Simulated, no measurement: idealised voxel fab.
A process module follows: voxel self aligned contacts.
For reference, the cross-section in this document is cut, with width 250 nm and square cells of 5 nm.
Cross-section layout: square cells on a grid; listed as bands, top to bottom; a band spans one or more cell rows. Each band's line starts with the height of the band's top and of its bottom, in nm. Then come its materials from left to right, each with its width in nm. One material with "full width" fills the band from edge to edge. "blank" is empty space. Where do heights start? At 0: under that level the wafer as delivered is made of one material only. And the lowest band has no floor; it just carries on downward, as in "0..down". When a width is written as two numbers, as in "30..40", the first number is the width in the top row of cells of the band and the second is the width in its bottom row, and the width changes by the same amount from each row to the next. When a step is marked "all unchanged", none of the cells in the cross-section changed during that step. For the entry "Sealed void inventory", the listed items are empty spaces with no open way to the top whose size is 8 cells or more; each item follows the pattern width x height at distance, where distance is from the left edge and all three are in nm. If you see something after the settings on a step's line, that's the simulator's own remark about that step. What "overlay nm" on a step's line means: if the step has a mask, that mask lay this far to the right of its planned place, or, when the value is negative, to the left.
SO HERE'S THE LINEUP OF PROCESS STEPS WE PLANNED
1,RECEIVE (material Si)
2,OXIDIZE (depth nm 5)
3,DIRECTIONAL_DEP (material polySi; thk nm 25)
4,DIRECTIONAL_DEP (material SiN; thk nm 20)
5,DIRECTIONAL_DEP (material aC; thk nm 15)
6,PATTERN (tone cover; mask id GATE; material resist; width nm 30; pitch nm 75; thk nm 30; overlay nm 0)
7,DIRECTIONAL_ETCH (etch materials aC; depth nm 15)
8,STRIP (etch materials resist)
9,DIRECTIONAL_ETCH (etch materials SiN; depth nm 20)
10,DIRECTIONAL_ETCH (etch materials polySi; depth nm 25)
11,STRIP (etch materials aC)
12,CONFORMAL_DEP (material SiN; thk nm 10)
13,DIRECTIONAL_ETCH (etch materials SiN; depth nm 10)
14,FILL_DEP (material SiO2; thk nm 15)
15,CMP (height nm 55)
16,DIRECTIONAL_DEP (material aC; thk nm 15)
17,PATTERN (tone open; mask id CONTACT; material resist; width nm 45; thk nm 30; overlay nm 0)
18,DIRECTIONAL_ETCH (etch materials aC; depth nm 15)
19,STRIP (etch materials resist)
20,DIRECTIONAL_ETCH (etch materials SiO2; depth nm 60)
21,STRIP (etch materials aC)
22,CONFORMAL_DEP (material TiN; thk nm 5)
23,FILL_DEP (material W; thk nm 5)
24,CMP (height nm 55)
25,CONFORMAL_DEP (material SiCN; thk nm 5)
All wafers enter the flow in the same state. The width nm at step 17 differs from wafer to wafer, and the plan gives the value for the first wafer.
FIRST WAFER OF SEVERAL, AS RECEIVED: CROSS-SECTION AFTER STEP 1
- 0..down | Si full width
- Sealed void inventory: none
WHERE EACH WAFER STANDS AT THE END OF THE MODULE, A ROW APIECE: CELLS OF EACH MATERIAL GAINED (+) OR LOST (-) SINCE IT WAS RECEIVED, THEN CLOSED VOIDS
width nm 45, -50 Si, +50 SiCN, +120 SiN, +352 SiO2, +31 TiN, +37 W, +60 polySi, Sealed void inventory: none
width nm 50, -50 Si, +50 SiCN, +120 SiN, +350 SiO2, +32 TiN, +38 W, +60 polySi, Sealed void inventory: none
width nm 55, -50 Si, +50 SiCN, +120 SiN, +348 SiO2, +33 TiN, +39 W, +60 polySi, Sealed void inventory: none
width nm 60, -50 Si, +50 SiCN, +120 SiN, +346 SiO2, +34 TiN, +40 W, +60 polySi, Sealed void inventory: none
width nm 65, -50 Si, +50 SiCN, +120 SiN, +344 SiO2, +35 TiN, +41 W, +60 polySi, Sealed void inventory: none
width nm 70, -50 Si, +50 SiCN, +120 SiN, +342 SiO2, +36 TiN, +42 W, +60 polySi, Sealed void inventory: none
